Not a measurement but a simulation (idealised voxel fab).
process module | voxel ribs on slabs
For reference, the cross-section in this document is cut, with width 175 nm and square cells of 5 nm.
How to read a cross-section here: the picture is a grid of square cells, written as bands going from the top down, and any band can span one or more rows of cells. Band: top height; bottom height; in nm. Then, left to right: material with width in nm, for each material. "throughout": a single material spanning edge to edge. "blank": empty space. Height datum 0, below which the as-received substrate wafer is one material. Lowest band open at the bottom, running downward: "z 0 and below". The notation "30->40" denotes a width that varies across the rows of cells in the band, beginning at the first number in the top row, finishing at the second number in the bottom row, and changing by an identical amount from each row to the next. "no change" for a step: no cell of the cross-section changed in that step. The list in "Voids, enclosed" covers empty spaces of 8 cells or more that cannot reach the top through any open way, and it gives each as width x height at distance; the distance is from the left edge, and width, height and distance are in nm. Read whatever lies past the settings on a step's line as the simulator's own remark about the step. overlay nm, on a step with a mask: how far to the right of its planned place the mask lay; to the left if negative. Structure of the following material. The material consists of pairs of cross-sections. Each pair comprises the cross-section before one process step and the cross-section after that step, the latter shown only down to the lowest band that changed. The step between the cross-sections is specified beneath each pair, including its settings. Pairs are not necessarily consecutive: they may derive from different runs of this module performed on the same starting wafer. Continuity with the pair above is to be assumed only where the entry headed "Pre-process" of the pair in question states it.

[Pre-process]
  z 0 and below: Si throughout
  Voids, enclosed: none

[As Processed]
  z 30 to 0: SiO2 throughout
  At heights below 0, the structure remains unaltered.
  Voids, enclosed: none
The process step separating the two cross-sections depicted above is as follows: op DIRECTIONAL_DEP | material SiO2 | thk nm 30

Pre-process: the after view from the pair directly above serves as the before view here.

[As Processed]
  z 50 to 30: SiN throughout
  At heights below 30, the structure remains unaltered.
  Voids, enclosed: none
The process step separating the two cross-sections depicted above is as follows: op DIRECTIONAL_DEP | material SiN | thk nm 20

Pre-process: the after view from the pair directly above serves as the before view here.

[As Processed]
  z 70 to 50: blank=75, resist=25, blank=75
  At heights below 50, the structure remains unaltered.
  Voids, enclosed: none
The process step separating the two cross-sections depicted above is as follows: op PATTERN | tone cover | mask id RIB | material resist | width nm 25 | thk nm 20 | overlay nm 0

Pre-process: the after view from the pair directly above serves as the before view here.

[As Processed]
  z 70 to 50: blank=75, resist=25, blank=75
  z 50 to 40: blank=75, SiN=25, blank=75
  At heights below 40, the structure remains unaltered.
  Voids, enclosed: none
The process step separating the two cross-sections depicted above is as follows: op DIRECTIONAL_ETCH | etch materials SiN | depth nm 10

Pre-process: the after view from the pair directly above serves as the before view here.

[As Processed]
  z 50 to 40: blank=75, SiN=25, blank=75
  At heights below 40, the structure remains unaltered.
  Voids, enclosed: none
The process step separating the two cross-sections depicted above is as follows: op STRIP | etch materials resist

Pre-process: the after view from the pair directly above serves as the before view here.

[As Processed]
  z 65 to 50: blank=55, resist=65, blank=55
  z 50 to 40: blank=55, resist=20, SiN=25, resist=20, blank=55
  At heights below 40, the structure remains unaltered.
  Voids, enclosed: none
The process step separating the two cross-sections depicted above is as follows: op PATTERN | tone cover | mask id SLAB | material resist | width nm 65 | thk nm 15 | overlay nm 0

Pre-process: the after view from the pair directly above serves as the before view here.

[As Processed]
  z 65 to 50: blank=55, resist=65, blank=55
  z 50 to 40: blank=55, resist=20, SiN=25, resist=20, blank=55
  z 40 to 30: blank=55, SiN=65, blank=55
  At heights below 30, the structure remains unaltered.
  Voids, enclosed: none
The process step separating the two cross-sections depicted above is as follows: op DIRECTIONAL_ETCH | etch materials SiN | depth nm 10

Pre-process: the after view from the pair directly above serves as the before view here.

[As Processed]
  z 50 to 40: blank=75, SiN=25, blank=75
  At heights below 40, the structure remains unaltered.
  Voids, enclosed: none
The process step separating the two cross-sections depicted above is as follows: op STRIP | etch materials resist

Pre-process: the after view from the pair directly above serves as the before view here.

[As Processed]
  z 70 to 50: SiO2 throughout
  z 50 to 40: SiO2=75, SiN=25, SiO2=75
  z 40 to 30: SiO2=55, SiN=65, SiO2=55
  At heights below 30, the structure remains unaltered.
  Voids, enclosed: none
The process step separating the two cross-sections depicted above is as follows: op FILL_DEP | material SiO2 | thk nm 20

Pre-process: the after view from the pair directly above serves as the before view here.

[As Processed]
  z 65 to 50: SiO2 throughout
  At heights below 50, the structure remains unaltered.
  Voids, enclosed: none
The process step separating the two cross-sections depicted above is as follows: op CMP | height nm 65

Pre-process: the after view from the pair directly above serves as the before view here.

[As Processed]
  z 75 to 65: W throughout
  At heights below 65, the structure remains unaltered.
  Voids, enclosed: none
The process step separating the two cross-sections depicted above is as follows: op DIRECTIONAL_DEP | material W | thk nm 10

Pre-process: the after view from the pair directly above serves as the before view here.

[As Processed]
  z 75 to 65: blank=70, W=35, blank=70
  At heights below 65, the structure remains unaltered.
  Voids, enclosed: none
The process step separating the two cross-sections depicted above is as follows: op MASKED_ETCH | tone cover | mask id HEATER | width nm 35 | etch materials W | depth nm 10 | overlay nm 0

Pre-process: the after view from the pair directly above serves as the before view here.

[As Processed]
  z 80 to 75: blank=65, SiN=45, blank=65
  z 75 to 70: blank=65, SiN=5, W=35, SiN=5, blank=65
  z 70 to 65: SiN=70, W=35, SiN=70
  At heights below 65, the structure remains unaltered.
  Voids, enclosed: none
The process step separating the two cross-sections depicted above is as follows: op CONFORMAL_DEP | material SiN | thk nm 5

[Pre-process]
  z 50 to 30: SiN throughout
  z 30 to 0: SiO2 throughout
  z 0 and below: Si throughout
  Voids, enclosed: none

[As Processed]
  z 70 to 30: SiN throughout
  At heights below 30, the structure remains unaltered.
  Voids, enclosed: none
The process step separating the two cross-sections depicted above is as follows: op DIRECTIONAL_DEP | material SiN | thk nm 20

Pre-process: the after view from the pair directly above serves as the before view here.

[As Processed]
  z 90 to 70: blank=75, resist=25, blank=75
  At heights below 70, the structure remains unaltered.
  Voids, enclosed: none
The process step separating the two cross-sections depicted above is as follows: op PATTERN | tone cover | mask id RIB | material resist | width nm 25 | thk nm 20 | overlay nm 0

Pre-process: the after view from the pair directly above serves as the before view here.

[As Processed]
  z 90 to 70: blank=75, resist=25, blank=75
  z 70 to 60: blank=75, SiN=25, blank=75
  At heights below 60, the structure remains unaltered.
  Voids, enclosed: none
The process step separating the two cross-sections depicted above is as follows: op DIRECTIONAL_ETCH | etch materials SiN | depth nm 10

Pre-process: the after view from the pair directly above serves as the before view here.

[As Processed]
  z 70 to 60: blank=75, SiN=25, blank=75
  At heights below 60, the structure remains unaltered.
  Voids, enclosed: none
The process step separating the two cross-sections depicted above is as follows: op STRIP | etch materials resist

Pre-process: the after view from the pair directly above serves as the before view here.

[As Processed]
  z 85 to 70: blank=55, resist=65, blank=55
  z 70 to 60: blank=55, resist=20, SiN=25, resist=20, blank=55
  At heights below 60, the structure remains unaltered.
  Voids, enclosed: none
The process step separating the two cross-sections depicted above is as follows: op PATTERN | tone cover | mask id SLAB | material resist | width nm 65 | thk nm 15 | overlay nm 0

Pre-process: the after view from the pair directly above serves as the before view here.

[As Processed]
  z 85 to 70: blank=55, resist=65, blank=55
  z 70 to 60: blank=55, resist=20, SiN=25, resist=20, blank=55
  z 60 to 50: blank=55, SiN=65, blank=55
  At heights below 50, the structure remains unaltered.
  Voids, enclosed: none
The process step separating the two cross-sections depicted above is as follows: op DIRECTIONAL_ETCH | etch materials SiN | depth nm 10

Pre-process: the after view from the pair directly above serves as the before view here.

[As Processed]
  z 70 to 60: blank=75, SiN=25, blank=75
  At heights below 60, the structure remains unaltered.
  Voids, enclosed: none
The process step separating the two cross-sections depicted above is as follows: op STRIP | etch materials resist

Pre-process: the after view from the pair directly above serves as the before view here.

[As Processed]
  z 90 to 70: SiO2 throughout
  z 70 to 60: SiO2=75, SiN=25, SiO2=75
  z 60 to 50: SiO2=55, SiN=65, SiO2=55
  At heights below 50, the structure remains unaltered.
  Voids, enclosed: none
The process step separating the two cross-sections depicted above is as follows: op FILL_DEP | material SiO2 | thk nm 20

Pre-process: the after view from the pair directly above serves as the before view here.

[As Processed]
  z 65 to 60: SiO2=75, SiN=25, SiO2=75
  At heights below 60, the structure remains unaltered.
  Voids, enclosed: none
The process step separating the two cross-sections depicted above is as follows: op CMP | height nm 65

Pre-process: the after view from the pair directly above serves as the before view here.

[As Processed]
  z 75 to 65: W throughout
  At heights below 65, the structure remains unaltered.
  Voids, enclosed: none
The process step separating the two cross-sections depicted above is as follows: op DIRECTIONAL_DEP | material W | thk nm 10

Pre-process: the after view from the pair directly above serves as the before view here.

[As Processed]
  z 75 to 65: blank=70, W=35, blank=70
  At heights below 65, the structure remains unaltered.
  Voids, enclosed: none
The process step separating the two cross-sections depicted above is as follows: op MASKED_ETCH | tone cover | mask id HEATER | width nm 35 | etch materials W | depth nm 10 | overlay nm 0

Pre-process: the after view from the pair directly above serves as the before view here.

[As Processed]
  z 80 to 75: blank=65, SiN=45, blank=65
  z 75 to 70: blank=65, SiN=5, W=35, SiN=5, blank=65
  z 70 to 65: SiN=70, W=35, SiN=70
  At heights below 65, the structure remains unaltered.
  Voids, enclosed: none
The process step separating the two cross-sections depicted above is as follows: op CONFORMAL_DEP | material SiN | thk nm 5

[Pre-process]
  z 0 and below: Si throughout
  Voids, enclosed: none

[As Processed]
  z 20 to 0: SiN throughout
  At heights below 0, the structure remains unaltered.
  Voids, enclosed: none
The process step separating the two cross-sections depicted above is as follows: op DIRECTIONAL_DEP | material SiN | thk nm 20

Pre-process: the after view from the pair directly above serves as the before view here.

[As Processed]
  z 50 to 20: SiO2 throughout
  At heights below 20, the structure remains unaltered.
  Voids, enclosed: none
The process step separating the two cross-sections depicted above is as follows: op DIRECTIONAL_DEP | material SiO2 | thk nm 30

Pre-process: the after view from the pair directly above serves as the before view here.

[As Processed]
  z 70 to 50: blank=75, resist=25, blank=75
  At heights below 50, the structure remains unaltered.
  Voids, enclosed: none
The process step separating the two cross-sections depicted above is as follows: op PATTERN | tone cover | mask id RIB | material resist | width nm 25 | thk nm 20 | overlay nm 0

Pre-process: the after view from the pair directly above serves as the before view here.

[As Processed]
  z 50 to 20: SiO2 throughout
  At heights below 20, the structure remains unaltered.
  Voids, enclosed: none
The process step separating the two cross-sections depicted above is as follows: op STRIP | etch materials resist

Pre-process: the after view from the pair directly above serves as the before view here.

[As Processed]
  z 65 to 50: blank=55, resist=65, blank=55
  At heights below 50, the structure remains unaltered.
  Voids, enclosed: none
The process step separating the two cross-sections depicted above is as follows: op PATTERN | tone cover | mask id SLAB | material resist | width nm 65 | thk nm 15 | overlay nm 0

Pre-process: the after view from the pair directly above serves as the before view here.

[As Processed]
  z 50 to 20: SiO2 throughout
  At heights below 20, the structure remains unaltered.
  Voids, enclosed: none
The process step separating the two cross-sections depicted above is as follows: op STRIP | etch materials resist

Pre-process: the after view from the pair directly above serves as the before view here.

[As Processed]
  z 70 to 20: SiO2 throughout
  At heights below 20, the structure remains unaltered.
  Voids, enclosed: none
The process step separating the two cross-sections depicted above is as follows: op FILL_DEP | material SiO2 | thk nm 20

Pre-process: the after view from the pair directly above serves as the before view here.

[As Processed]
  z 65 to 20: SiO2 throughout
  At heights below 20, the structure remains unaltered.
  Voids, enclosed: none
The process step separating the two cross-sections depicted above is as follows: op CMP | height nm 65

Pre-process: the after view from the pair directly above serves as the before view here.

[As Processed]
  z 75 to 65: W throughout
  At heights below 65, the structure remains unaltered.
  Voids, enclosed: none
The process step separating the two cross-sections depicted above is as follows: op DIRECTIONAL_DEP | material W | thk nm 10

Pre-process: the after view from the pair directly above serves as the before view here.

[As Processed]
  z 75 to 65: blank=70, W=35, blank=70
  At heights below 65, the structure remains unaltered.
  Voids, enclosed: none
The process step separating the two cross-sections depicted above is as follows: op MASKED_ETCH | tone cover | mask id HEATER | width nm 35 | etch materials W | depth nm 10 | overlay nm 0

Pre-process: the after view from the pair directly above serves as the before view here.

[As Processed]
  z 80 to 75: blank=65, SiN=45, blank=65
  z 75 to 70: blank=65, SiN=5, W=35, SiN=5, blank=65
  z 70 to 65: SiN=70, W=35, SiN=70
  At heights below 65, the structure remains unaltered.
  Voids, enclosed: none
The process step separating the two cross-sections depicted above is as follows: op CONFORMAL_DEP | material SiN | thk nm 5

[Pre-process]
  z 70 to 50: SiO2 throughout
  z 50 to 40: SiO2=75, SiN=25, SiO2=75
  z 40 to 30: SiO2=55, SiN=65, SiO2=55
  z 30 to 0: SiO2 throughout
  z 0 and below: Si throughout
  Voids, enclosed: none

[As Processed]
  z 55 to 50: SiO2 throughout
  At heights below 50, the structure remains unaltered.
  Voids, enclosed: none
The process step separating the two cross-sections depicted above is as follows: op CMP | height nm 55

Pre-process: the after view from the pair directly above serves as the before view here.

[As Processed]
  z 65 to 55: W throughout
  At heights below 55, the structure remains unaltered.
  Voids, enclosed: none
The process step separating the two cross-sections depicted above is as follows: op DIRECTIONAL_DEP | material W | thk nm 10

Pre-process: the after view from the pair directly above serves as the before view here.

[As Processed]
  z 65 to 55: blank=70, W=35, blank=70
  At heights below 55, the structure remains unaltered.
  Voids, enclosed: none
The process step separating the two cross-sections depicted above is as follows: op MASKED_ETCH | tone cover | mask id HEATER | width nm 35 | etch materials W | depth nm 10 | overlay nm 0

Pre-process: the after view from the pair directly above serves as the before view here.

[As Processed]
  z 70 to 65: blank=65, SiN=45, blank=65
  z 65 to 60: blank=65, SiN=5, W=35, SiN=5, blank=65
  z 60 to 55: SiN=70, W=35, SiN=70
  At heights below 55, the structure remains unaltered.
  Voids, enclosed: none
The process step separating the two cross-sections depicted above is as follows: op CONFORMAL_DEP | material SiN | thk nm 5

[Pre-process]
  z 50 to 40: blank=75, SiN=25, blank=75
  z 40 to 30: SiN throughout
  z 30 to 0: SiO2 throughout
  z 0 and below: Si throughout
  Voids, enclosed: none

[As Processed]
  z 65 to 50: blank=55, resist=70, blank=50
  z 50 to 40: blank=55, resist=20, SiN=25, resist=25, blank=50
  At heights below 40, the structure remains unaltered.
  Voids, enclosed: none
The process step separating the two cross-sections depicted above is as follows: op PATTERN | tone cover | mask id SLAB | material resist | width nm 70 | thk nm 15 | overlay nm 0

Pre-process: the after view from the pair directly above serves as the before view here.

[As Processed]
  z 65 to 50: blank=55, resist=70, blank=50
  z 50 to 40: blank=55, resist=20, SiN=25, resist=25, blank=50
  z 40 to 30: blank=55, SiN=70, blank=50
  At heights below 30, the structure remains unaltered.
  Voids, enclosed: none
The process step separating the two cross-sections depicted above is as follows: op DIRECTIONAL_ETCH | etch materials SiN | depth nm 10

Pre-process: the after view from the pair directly above serves as the before view here.

[As Processed]
  z 50 to 40: blank=75, SiN=25, blank=75
  At heights below 40, the structure remains unaltered.
  Voids, enclosed: none
The process step separating the two cross-sections depicted above is as follows: op STRIP | etch materials resist

Pre-process: the after view from the pair directly above serves as the before view here.

[As Processed]
  z 70 to 50: SiO2 throughout
  z 50 to 40: SiO2=75, SiN=25, SiO2=75
  z 40 to 30: SiO2=55, SiN=70, SiO2=50
  At heights below 30, the structure remains unaltered.
  Voids, enclosed: none
The process step separating the two cross-sections depicted above is as follows: op FILL_DEP | material SiO2 | thk nm 20

Pre-process: the after view from the pair directly above serves as the before view here.

[As Processed]
  z 65 to 50: SiO2 throughout
  At heights below 50, the structure remains unaltered.
  Voids, enclosed: none
The process step separating the two cross-sections depicted above is as follows: op CMP | height nm 65

Pre-process: the after view from the pair directly above serves as the before view here.

[As Processed]
  z 75 to 65: W throughout
  At heights below 65, the structure remains unaltered.
  Voids, enclosed: none
The process step separating the two cross-sections depicted above is as follows: op DIRECTIONAL_DEP | material W | thk nm 10

Pre-process: the after view from the pair directly above serves as the before view here.

[As Processed]
  z 75 to 65: blank=70, W=35, blank=70
  At heights below 65, the structure remains unaltered.
  Voids, enclosed: none
The process step separating the two cross-sections depicted above is as follows: op MASKED_ETCH | tone cover | mask id HEATER | width nm 35 | etch materials W | depth nm 10 | overlay nm 0

Pre-process: the after view from the pair directly above serves as the before view here.

[As Processed]
  z 80 to 75: blank=65, SiN=45, blank=65
  z 75 to 70: blank=65, SiN=5, W=35, SiN=5, blank=65
  z 70 to 65: SiN=70, W=35, SiN=70
  At heights below 65, the structure remains unaltered.
  Voids, enclosed: none
The process step separating the two cross-sections depicted above is as follows: op CONFORMAL_DEP | material SiN | thk nm 5

[Pre-process]
  z 75 to 65: W throughout
  z 65 to 50: SiO2 throughout
  z 50 to 40: SiO2=75, SiN=25, SiO2=75
  z 40 to 30: SiO2=55, SiN=65, SiO2=55
  z 30 to 0: SiO2 throughout
  z 0 and below: Si throughout
  Voids, enclosed: none

[As Processed]
  z 75 to 65: blank=65, W=35, blank=75
  At heights below 65, the structure remains unaltered.
  Voids, enclosed: none
The process step separating the two cross-sections depicted above is as follows: op MASKED_ETCH | tone cover | mask id HEATER | width nm 35 | etch materials W | depth nm 10 | overlay nm -5

Pre-process: the after view from the pair directly above serves as the before view here.

[As Processed]
  z 80 to 75: blank=60, SiN=45, blank=70
  z 75 to 70: blank=60, SiN=5, W=35, SiN=5, blank=70
  z 70 to 65: SiN=65, W=35, SiN=75
  At heights below 65, the structure remains unaltered.
  Voids, enclosed: none
The process step separating the two cross-sections depicted above is as follows: op CONFORMAL_DEP | material SiN | thk nm 5

[Pre-process]
  z 0 and below: Si throughout
  Voids, enclosed: none

[As Processed]
  z 30 to 0: W throughout
  At heights below 0, the structure remains unaltered.
  Voids, enclosed: none
The process step separating the two cross-sections depicted above is as follows: op DIRECTIONAL_DEP | material W | thk nm 30

Pre-process: the after view from the pair directly above serves as the before view here.

[As Processed]
  z 50 to 30: SiN throughout
  At heights below 30, the structure remains unaltered.
  Voids, enclosed: none
The process step separating the two cross-sections depicted above is as follows: op DIRECTIONAL_DEP | material SiN | thk nm 20

Pre-process: the after view from the pair directly above serves as the before view here.

[As Processed]
  z 70 to 50: blank=75, resist=25, blank=75
  At heights below 50, the structure remains unaltered.
  Voids, enclosed: none
The process step separating the two cross-sections depicted above is as follows: op PATTERN | tone cover | mask id RIB | material resist | width nm 25 | thk nm 20 | overlay nm 0

Pre-process: the after view from the pair directly above serves as the before view here.

[As Processed]
  z 70 to 50: blank=75, resist=25, blank=75
  z 50 to 40: blank=75, SiN=25, blank=75
  At heights below 40, the structure remains unaltered.
  Voids, enclosed: none
The process step separating the two cross-sections depicted above is as follows: op DIRECTIONAL_ETCH | etch materials SiN | depth nm 10

Pre-process: the after view from the pair directly above serves as the before view here.

[As Processed]
  z 50 to 40: blank=75, SiN=25, blank=75
  At heights below 40, the structure remains unaltered.
  Voids, enclosed: none
The process step separating the two cross-sections depicted above is as follows: op STRIP | etch materials resist

Pre-process: the after view from the pair directly above serves as the before view here.

[As Processed]
  z 65 to 50: blank=55, resist=65, blank=55
  z 50 to 40: blank=55, resist=20, SiN=25, resist=20, blank=55
  At heights below 40, the structure remains unaltered.
  Voids, enclosed: none
The process step separating the two cross-sections depicted above is as follows: op PATTERN | tone cover | mask id SLAB | material resist | width nm 65 | thk nm 15 | overlay nm 0

Pre-process: the after view from the pair directly above serves as the before view here.

[As Processed]
  z 65 to 50: blank=55, resist=65, blank=55
  z 50 to 40: blank=55, resist=20, SiN=25, resist=20, blank=55
  z 40 to 30: blank=55, SiN=65, blank=55
  At heights below 30, the structure remains unaltered.
  Voids, enclosed: none
The process step separating the two cross-sections depicted above is as follows: op DIRECTIONAL_ETCH | etch materials SiN | depth nm 10

Pre-process: the after view from the pair directly above serves as the before view here.

[As Processed]
  z 50 to 40: blank=75, SiN=25, blank=75
  At heights below 40, the structure remains unaltered.
  Voids, enclosed: none
The process step separating the two cross-sections depicted above is as follows: op STRIP | etch materials resist

Pre-process: the after view from the pair directly above serves as the before view here.

[As Processed]
  z 70 to 50: SiO2 throughout
  z 50 to 40: SiO2=75, SiN=25, SiO2=75
  z 40 to 30: SiO2=55, SiN=65, SiO2=55
  At heights below 30, the structure remains unaltered.
  Voids, enclosed: none
The process step separating the two cross-sections depicted above is as follows: op FILL_DEP | material SiO2 | thk nm 20

Pre-process: the after view from the pair directly above serves as the before view here.

[As Processed]
  z 65 to 50: SiO2 throughout
  At heights below 50, the structure remains unaltered.
  Voids, enclosed: none
The process step separating the two cross-sections depicted above is as follows: op CMP | height nm 65

Pre-process: the after view from the pair directly above serves as the before view here.

[As Processed]
  z 75 to 65: W throughout
  At heights below 65, the structure remains unaltered.
  Voids, enclosed: none
The process step separating the two cross-sections depicted above is as follows: op DIRECTIONAL_DEP | material W | thk nm 10

Pre-process: the after view from the pair directly above serves as the before view here.

[As Processed]
  z 75 to 65: blank=70, W=35, blank=70
  At heights below 65, the structure remains unaltered.
  Voids, enclosed: none
The process step separating the two cross-sections depicted above is as follows: op MASKED_ETCH | tone cover | mask id HEATER | width nm 35 | etch materials W | depth nm 10 | overlay nm 0

Pre-process: the after view from the pair directly above serves as the before view here.

[As Processed]
  z 80 to 75: blank=65, SiN=45, blank=65
  z 75 to 70: blank=65, SiN=5, W=35, SiN=5, blank=65
  z 70 to 65: SiN=70, W=35, SiN=70
  At heights below 65, the structure remains unaltered.
  Voids, enclosed: none
The process step separating the two cross-sections depicted above is as follows: op CONFORMAL_DEP | material SiN | thk nm 5

[Pre-process]
  z 50 to 30: SiN throughout
  z 30 to 0: SiO2 throughout
  z 0 and below: Si throughout
  Voids, enclosed: none

[As Processed]
  z 70 to 50: resist=75, blank=25, resist=75
  At heights below 50, the structure remains unaltered.
  Voids, enclosed: none
The process step separating the two cross-sections depicted above is as follows: op PATTERN | tone open | mask id RIB | material resist | width nm 25 | thk nm 20 | overlay nm 0

Pre-process: the after view from the pair directly above serves as the before view here.

[As Processed]
  z 70 to 50: resist=75, blank=25, resist=75
  z 50 to 40: SiN=75, blank=25, SiN=75
  At heights below 40, the structure remains unaltered.
  Voids, enclosed: none
The process step separating the two cross-sections depicted above is as follows: op DIRECTIONAL_ETCH | etch materials SiN | depth nm 10

Pre-process: the after view from the pair directly above serves as the before view here.

[As Processed]
  z 50 to 40: SiN=75, blank=25, SiN=75
  At heights below 40, the structure remains unaltered.
  Voids, enclosed: none
The process step separating the two cross-sections depicted above is as follows: op STRIP | etch materials resist

Pre-process: the after view from the pair directly above serves as the before view here.

[As Processed]
  z 65 to 50: blank=55, resist=65, blank=55
  z 50 to 40: SiN=75, resist=25, SiN=75
  At heights below 40, the structure remains unaltered.
  Voids, enclosed: none
The process step separating the two cross-sections depicted above is as follows: op PATTERN | tone cover | mask id SLAB | material resist | width nm 65 | thk nm 15 | overlay nm 0

Pre-process: the after view from the pair directly above serves as the before view here.

[As Processed]
  z 65 to 50: blank=55, resist=65, blank=55
  z 50 to 40: blank=55, SiN=20, resist=25, SiN=20, blank=55
  At heights below 40, the structure remains unaltered.
  Voids, enclosed: none
The process step separating the two cross-sections depicted above is as follows: op DIRECTIONAL_ETCH | etch materials SiN | depth nm 10

Pre-process: the after view from the pair directly above serves as the before view here.

[As Processed]
  z 50 to 40: blank=55, SiN=20, blank=25, SiN=20, blank=55
  At heights below 40, the structure remains unaltered.
  Voids, enclosed: none
The process step separating the two cross-sections depicted above is as follows: op STRIP | etch materials resist

Pre-process: the after view from the pair directly above serves as the before view here.

[As Processed]
  z 70 to 50: SiO2 throughout
  z 50 to 40: SiO2=55, SiN=20, SiO2=25, SiN=20, SiO2=55
  At heights below 40, the structure remains unaltered.
  Voids, enclosed: none
The process step separating the two cross-sections depicted above is as follows: op FILL_DEP | material SiO2 | thk nm 20

Pre-process: the after view from the pair directly above serves as the before view here.

[As Processed]
  z 65 to 50: SiO2 throughout
  At heights below 50, the structure remains unaltered.
  Voids, enclosed: none
The process step separating the two cross-sections depicted above is as follows: op CMP | height nm 65

Pre-process: the after view from the pair directly above serves as the before view here.

[As Processed]
  z 75 to 65: W throughout
  At heights below 65, the structure remains unaltered.
  Voids, enclosed: none
The process step separating the two cross-sections depicted above is as follows: op DIRECTIONAL_DEP | material W | thk nm 10

Pre-process: the after view from the pair directly above serves as the before view here.

[As Processed]
  z 75 to 65: blank=70, W=35, blank=70
  At heights below 65, the structure remains unaltered.
  Voids, enclosed: none
The process step separating the two cross-sections depicted above is as follows: op MASKED_ETCH | tone cover | mask id HEATER | width nm 35 | etch materials W | depth nm 10 | overlay nm 0

Pre-process: the after view from the pair directly above serves as the before view here.

[As Processed]
  z 80 to 75: blank=65, SiN=45, blank=65
  z 75 to 70: blank=65, SiN=5, W=35, SiN=5, blank=65
  z 70 to 65: SiN=70, W=35, SiN=70
  At heights below 65, the structure remains unaltered.
  Voids, enclosed: none
The process step separating the two cross-sections depicted above is as follows: op CONFORMAL_DEP | material SiN | thk nm 5
